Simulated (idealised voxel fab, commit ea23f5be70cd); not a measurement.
Module name: voxel self aligned contacts (process module)
cross-section cut | 270 nm wide | cells 5 nm
A cross-section is written here as square cells arranged in a grid, and it is given in bands from the top down, each band taking up one or more rows of cells.
What a band's entry tells you: where the top is and where the bottom is, as heights in nm, and after that what lies inside, material by material from left to right, each with its width in nm. Empty space is written as the word "empty", and a single material marked with the word "full width" occupies the band from edge to edge.
The reference from which all heights are counted is 0, the level beneath which the as-received wafer is entirely one material; the lowest band, having no lower bound, proceeds downward and is written after the example "0..down".
Width: "30..40" (first number = top row, second number = bottom row, same change from row to row of cells).
"nothing got changed" (step): cross-section cells unchanged, all of them.
"Enclosed void inventory": sealed empty spaces, 8 cells or more, no open way to top, listed width x height at distance, with distance from the left edge and width, height and distance in nm.
Read whatever lies past the settings on a step's line as the simulator's own remark about the step.
When a step includes a mask, the "overlay nm" setting on its line states how far to the right of its planned place that mask lay, and negative values state how far to the left.
## Listed below are the process steps as planned
1,RECEIVE | material Si
2,OXIDIZE | depth nm 5
3,DIRECTIONAL_DEP | material polySi | thk nm 30
4,DIRECTIONAL_DEP | material SiN | thk nm 20
5,DIRECTIONAL_DEP | material aC | thk nm 10
6,PATTERN | tone cover | mask id GATE | material resist | width nm 30 | pitch nm 75 | thk nm 30 | overlay nm 0
7,DIRECTIONAL_ETCH | etch materials aC | depth nm 10
8,STRIP | etch materials resist
9,DIRECTIONAL_ETCH | etch materials SiN | depth nm 20
10,DIRECTIONAL_ETCH | etch materials polySi | depth nm 30
11,STRIP | etch materials aC
12,CONFORMAL_DEP | material SiN | thk nm 10
13,DIRECTIONAL_ETCH | etch materials SiN | depth nm 10
14,FILL_DEP | material SiO2 | thk nm 20
15,CMP | height nm 60
16,DIRECTIONAL_DEP | material aC | thk nm 10
17,PATTERN | tone open | mask id CONTACT | material resist | width nm 55 | thk nm 30 | overlay nm 0
18,DIRECTIONAL_ETCH | etch materials aC | depth nm 10
19,STRIP | etch materials resist
20,DIRECTIONAL_ETCH | etch materials SiO2 | depth nm 65
21,STRIP | etch materials aC
22,CONFORMAL_DEP | material TiN | thk nm 5
23,FILL_DEP | material Ru | thk nm 5
24,CMP | height nm 60
25,CONFORMAL_DEP | material SiN | thk nm 5
## as received, after step 1
  0..down | Si full width
  Enclosed void inventory: none
## Final wafer profile in cross-section after the module, from the same start and plan as above, with one mistake made during processing
  65..60 | SiN full width
  60..55 | SiO2: 105  TiN: 5  Ru: 45  TiN: 5  SiO2: 110
  55..50 | SiO2: 105  TiN: 55  SiO2: 110
  50..30 | Ru full width
  30..0 | polySi full width
  0..-5 | SiO2 full width
  -5..down | Si full width
  Enclosed void inventory: none
So what did we get wrong on this run? step 4 was run on a setting that differed from the plan, and what really ran there is DIRECTIONAL_DEP | material Ru | thk nm 20
